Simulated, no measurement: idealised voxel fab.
This is a process module. Its name is voxel capacitor over wiring.
For reference, the cross-section in this document is cut, with width 265 nm and square cells of 5 nm.
Format of a cross-section: grid, square cells. Given as bands. Order: top down. Band: one or more rows of cells.
Basically the band line says how high the top is and how high the bottom is, in nm, and then what's in it from left to right, every material with its width in nm. Empty space shows up as "air", and if a single material carries "full width" it runs the full band edge to edge.
Convention: height 0 is the level below which the wafer, as received, is all one material. The lowest band does not terminate at the bottom but continues downward, represented as "0 -> down".
You'd read "30..40" like this: the band's top row of cells is as wide as the first number, its bottom row is as wide as the second, and going down, every row changes width by the same amount as the row before did.
Basically "identical to before" means that step didn't change any cell in the cross-section.
"Enclosed internal voids" - sealed voids, min. 8 cells, no opening to top; format: width x height at distance (distance from left edge; nm throughout).
Past the settings on a step's line: simulator remark, on that step.
On any step carrying a mask, the "overlay nm" setting, if present on the step's line, tells how far right of its planned place the mask lay; negative values point to the left.
**Process steps foreseen in the plan**
1) RECEIVE | material Si
2) CONFORMAL_DEP | material SiO2 | thk nm 15
3) CONFORMAL_DEP | material SiN | thk nm 5
4) DIRECTIONAL_DEP | material SiO2 | thk nm 20
5) PATTERN | tone open | mask id METAL_1 | material resist | width nm 30 | pitch nm 80 | thk nm 15 | overlay nm 0
6) DIRECTIONAL_ETCH | etch materials SiO2 | depth nm 20
7) DIRECTIONAL_ETCH | etch materials SiN | depth nm 5
8) STRIP | etch materials resist
9) CONFORMAL_DEP | material TiN | thk nm 5
10) FILL_DEP | material Ru | thk nm 5
11) CMP | height nm 40
12) EPI | material Ru | thk nm 5
13) FILL_DEP | material SiCN | thk nm 5
14) DIRECTIONAL_DEP | material SiO2 | thk nm 20
15) MASKED_ETCH | tone open | mask id PLUG_1 | width nm 15 | etch materials SiO2 | depth nm 20 | overlay nm 0
16) MASKED_ETCH | tone open | mask id PLUG_1 | width nm 15 | etch materials SiCN | depth nm 5 | overlay nm 0
17) EPI | material Ru | thk nm 10
18) EPI | material Ru | thk nm 10
19) EPI | material Ru | thk nm 5
20) DIRECTIONAL_DEP | material TiN | thk nm 10
21) DIRECTIONAL_DEP | material Al2O3 | thk nm 5
22) DIRECTIONAL_DEP | material TiN | thk nm 10
23) DIRECTIONAL_DEP | material aC | thk nm 15
24) PATTERN | tone cover | mask id UPPER_PLATE | material resist | width nm 55 | thk nm 30 | overlay nm 0
25) DIRECTIONAL_ETCH | etch materials aC | depth nm 15
26) STRIP | etch materials resist
27) DIRECTIONAL_ETCH | etch materials TiN | depth nm 10
28) DIRECTIONAL_ETCH | etch materials Al2O3 | depth nm 5
29) STRIP | etch materials aC
30) MASKED_ETCH | tone cover | mask id LOWER_PLATE | width nm 65 | etch materials TiN | depth nm 10 | overlay nm 0
31) FILL_DEP | material SiO2 | thk nm 15
32) CMP | height nm 105
33) DIRECTIONAL_DEP | material aC | thk nm 10
34) PATTERN | tone open | mask id PLUG_2 | material resist | width nm 15 | thk nm 30 | overlay nm 0
35) DIRECTIONAL_ETCH | etch materials aC | depth nm 10
36) STRIP | etch materials resist
37) DIRECTIONAL_ETCH | etch materials SiO2 | depth nm 10
38) STRIP | etch materials aC
39) CONFORMAL_DEP | material TiN | thk nm 5
40) FILL_DEP | material Cu | thk nm 5
41) CMP | height nm 105
42) CONFORMAL_DEP | material SiCN | thk nm 5
**Cross-section of the wafer as it came to us, i.e., already through step 1**
0 -> down  Si full width
Enclosed internal voids: none
**Starting structure and process plan are as shown above, but one mistake was made in running the module; the wafer cross-section at the end of the module follows**
110 -> 105  SiCN full width
105 -> 100  100 of SiO2, 5 of TiN, 5 of Cu, 5 of TiN, 150 of SiO2
100 -> 90  100..105 of SiO2, 15..40 of TiN, 150..120 of SiO2
90 -> 85  90 of SiO2, 55 of TiN, 120 of SiO2
85 -> 80  90 of SiO2, 15 of TiN, 40 of Al2O3, 120 of SiO2
80 -> 75  85 of SiO2, 5 of TiN, 15 of Al2O3, 45 of TiN, 115 of SiO2
75 -> 70  85 of SiO2, 65 of TiN, 115 of SiO2
70 -> 65  90 of SiCN, 15 of TiN, 160 of SiCN
65 -> 45  SiCN full width
45 -> 40  70 of SiCN, 40 of Ru, 40 of SiCN, 40 of Ru, 75 of SiCN
40 -> 20  75 of SiO2, 5 of TiN, 20 of Ru, 5 of TiN, 50 of SiO2, 5 of TiN, 20 of Ru, 5 of TiN, 80 of SiO2
20 -> 15  75 of SiN, 30 of TiN, 50 of SiN, 30 of TiN, 80 of SiN
15 -> 0  SiO2 full width
0 -> down  Si full width
Enclosed internal voids: none
The mistake made against the process plan was this: step 14 off recipe, ran as DIRECTIONAL_DEP | material SiCN | thk nm 20
